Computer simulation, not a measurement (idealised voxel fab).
Documented hereafter: the process module known as voxel transistor to metal.
Cross-section cut: width 150 nm, square cells of 5 nm.
In what follows, cross-sections appear as grids of square cells, described through bands that run from the top down, where every band is one or more rows of cells. It is stipulated that each band's entry specify, in nanometres, the height of the top of the band and then that of its bottom, followed by the materials of the band in left-to-right sequence, each together with its width in nanometres. A single material marked by the word "edge to edge" is understood to fill the band from edge to edge; the word "empty" is understood to denote empty space. Height 0 is the level under which the wafer as received is all one material. The lowest band goes on downwards, as in "0 down". Read "30->40" as a graded width: first number on top, second number at the bottom, same change between each pair of neighbouring rows. Step marked "stayed the same"? Then no cell in the cross-section changed in it. "Enclosed void listing" contains a list of empty spaces, each no smaller than 8 cells and without an open way to the top, written in the form width x height at distance with the distance from the left edge and all three in nm. That trailing text on a step's line, after the settings, is the simulator's own remark on the step. overlay nm: for a step with a mask, the amount by which the mask lay right of where it was planned; a negative amount means left of it.
Planned step list for the process:
- 1: RECEIVE [material Si]
- 2: OXIDIZE [depth nm 5]
- 3: CONFORMAL_DEP [material SiN] [thk nm 10]
- 4: MASKED_ETCH [tone cover] [mask id ACTIVE] [width nm 115] [etch materials SiN] [depth nm 10] [overlay nm 0]
- 5: MASKED_ETCH [tone cover] [mask id ACTIVE] [width nm 115] [etch materials SiO2] [depth nm 5] [overlay nm 0]
- 6: MASKED_ETCH [tone cover] [mask id ACTIVE] [width nm 115] [etch materials Si] [depth nm 20] [overlay nm 0]
- 7: FILL_DEP [material SiO2] [thk nm 15]
- 8: CMP [height nm 10]
- 9: SELECTIVE_ETCH [etch materials SiO2] [depth nm 5]
- 10: STRIP [etch materials SiN]
- 11: SELECTIVE_ETCH [etch materials SiO2] [depth nm 5]
- 12: OXIDIZE [depth nm 5]
- 13: DIRECTIONAL_DEP [material polySi] [thk nm 30]
- 14: DIRECTIONAL_DEP [material SiCN] [thk nm 15]
- 15: MASKED_ETCH [tone cover] [mask id GATE] [width nm 35] [etch materials SiCN] [depth nm 25] [overlay nm 0]
- 16: MASKED_ETCH [tone cover] [mask id GATE] [width nm 35] [etch materials polySi] [depth nm 40] [overlay nm 0]
- 17: CONFORMAL_DEP [material SiN] [thk nm 5]
- 18: DIRECTIONAL_ETCH [etch materials SiN] [depth nm 5]
- 19: DIRECTIONAL_ETCH [etch materials SiO2] [depth nm 5]
- 20: DIRECTIONAL_ETCH [etch materials Si] [depth nm 5]
- 21: EPI [material nSi] [thk nm 5]
- 22: FILL_DEP [material SiO2] [thk nm 10]
- 23: CMP [height nm 25]
- 24: STRIP [etch materials polySi]
- 25: SELECTIVE_ETCH [etch materials SiO2] [depth nm 5]
- 26: CONFORMAL_DEP [material HfO2] [thk nm 5]
- 27: CONFORMAL_DEP [material TiN] [thk nm 5]
- 28: FILL_DEP [material W] [thk nm 5]
- 29: CMP [height nm 20]
- 30: DIRECTIONAL_DEP [material SiO2] [thk nm 15]
- 31: DIRECTIONAL_DEP [material aC] [thk nm 15]
- 32: PATTERN [tone open] [mask id CONTACT] [material resist] [width nm 15] [pitch nm 80] [thk nm 30] [overlay nm 0]
- 33: DIRECTIONAL_ETCH [etch materials aC] [depth nm 15]
- 34: STRIP [etch materials resist]
- 35: DIRECTIONAL_ETCH [etch materials SiO2] [depth nm 45]
- 36: STRIP [etch materials aC]
- 37: CONFORMAL_DEP [material TiN] [thk nm 5]
- 38: FILL_DEP [material W] [thk nm 10]
- 39: CMP [height nm 35]
- 40: DIRECTIONAL_DEP [material TiN] [thk nm 5]
- 41: DIRECTIONAL_DEP [material Ru] [thk nm 25]
- 42: PATTERN [tone cover] [mask id METAL_1] [material resist] [width nm 15] [pitch nm 80] [thk nm 15] [overlay nm 0]
- 43: DIRECTIONAL_ETCH [etch materials Ru] [depth nm 25]
- 44: DIRECTIONAL_ETCH [etch materials TiN] [depth nm 5]
- 45: STRIP [etch materials resist]
- 46: FILL_DEP [material lowk] [thk nm 10]
- 47: CMP [height nm 65]
- 48: CONFORMAL_DEP [material SiN] [thk nm 5]
This is the cross-section of the wafer as we received it, i.e. after step 1:
    0 down | Si edge to edge
    Enclosed void listing: none
The first of two wafers, cross-sectioned at the end of the module, with the run proceeding as planned:
    70 to 65 | SiN edge to edge
    65 to 40 | 25 nm lowk, then 15 nm Ru, then 65 nm lowk, then 15 nm Ru, then 30 nm lowk
    40 to 35 | 25 nm lowk, then 15 nm TiN, then 65 nm lowk, then 15 nm TiN, then 30 nm lowk
    35 to 20 | 25 nm SiO2, then 5 nm TiN, then 5 nm W, then 5 nm TiN, then 65 nm SiO2, then 5 nm TiN, then 5 nm W, then 5 nm TiN, then 30 nm SiO2
    20 to 0 | 25 nm SiO2, then 5 nm TiN, then 5 nm W, then 5 nm TiN, then 10 nm SiO2, then 5 nm SiN, then 5 nm HfO2, then 5 nm TiN, then 15 nm W, then 5 nm TiN, then 5 nm HfO2, then 5 nm SiN, then 10 nm SiO2, then 5 nm TiN, then 5 nm W, then 5 nm TiN, then 30 nm SiO2
    0 to -5 | 10 nm SiO2, then 5 nm SiN, then 10 nm SiO2, then 5 nm TiN, then 5 nm W, then 5 nm TiN, then 10 nm SiO2, then 5 nm SiN, then 5 nm HfO2, then 25 nm TiN, then 5 nm HfO2, then 5 nm SiN, then 10 nm SiO2, then 5 nm TiN, then 5 nm W, then 5 nm TiN, then 10 nm SiO2, then 5 nm SiN, then 15 nm SiO2
    -5 to -10 | 25 nm SiO2, then 15 nm TiN, then 5 nm SiO2, then 5 nm nSi, then 45 nm HfO2, then 5 nm nSi, then 5 nm SiO2, then 15 nm TiN, then 30 nm SiO2
    -10 to -15 | 15 nm SiO2, then 35 nm nSi, then 45 nm Si, then 35 nm nSi, then 20 nm SiO2
    -15 to -25 | 15 nm SiO2, then 115 nm Si, then 20 nm SiO2
    -25 down | Si edge to edge
    Enclosed void listing: none
Cross-sectional view: second of two wafers, end of module; start and plan identical to the first, one mistake in running:
    70 to 65 | SiN edge to edge
    65 to 40 | 25 nm lowk, then 15 nm Ru, then 65 nm lowk, then 15 nm Ru, then 30 nm lowk
    40 to 35 | 25 nm lowk, then 15 nm TiN, then 65 nm lowk, then 15 nm TiN, then 30 nm lowk
    35 to 20 | 25 nm SiO2, then 5 nm TiN, then 5 nm W, then 5 nm TiN, then 65 nm SiO2, then 5 nm TiN, then 5 nm W, then 5 nm TiN, then 30 nm SiO2
    20 to 0 | 25 nm SiO2, then 5 nm TiN, then 5 nm W, then 5 nm TiN, then 10 nm SiO2, then 5 nm SiN, then 5 nm TiN, then 5 nm HfO2, then 15 nm W, then 5 nm HfO2, then 5 nm TiN, then 5 nm SiN, then 10 nm SiO2, then 5 nm TiN, then 5 nm W, then 5 nm TiN, then 30 nm SiO2
    0 to -5 | 10 nm SiO2, then 5 nm SiN, then 10 nm SiO2, then 5 nm TiN, then 5 nm W, then 5 nm TiN, then 10 nm SiO2, then 5 nm SiN, then 5 nm TiN, then 25 nm HfO2, then 5 nm TiN, then 5 nm SiN, then 10 nm SiO2, then 5 nm TiN, then 5 nm W, then 5 nm TiN, then 10 nm SiO2, then 5 nm SiN, then 15 nm SiO2
    -5 to -10 | 25 nm SiO2, then 15 nm TiN, then 5 nm SiO2, then 5 nm nSi, then 45 nm TiN, then 5 nm nSi, then 5 nm SiO2, then 15 nm TiN, then 30 nm SiO2
    -10 to -15 | 15 nm SiO2, then 35 nm nSi, then 45 nm Si, then 35 nm nSi, then 20 nm SiO2
    -15 to -25 | 15 nm SiO2, then 115 nm Si, then 20 nm SiO2
    -25 down | Si edge to edge
    Enclosed void listing: none
The plan and the run diverged here: step 27 occupied the plan position of step 26, and the converse holds as well
Final tally in cells, some materials are higher or lower on the second wafer than on the first: HfO2 -6 | TiN +6
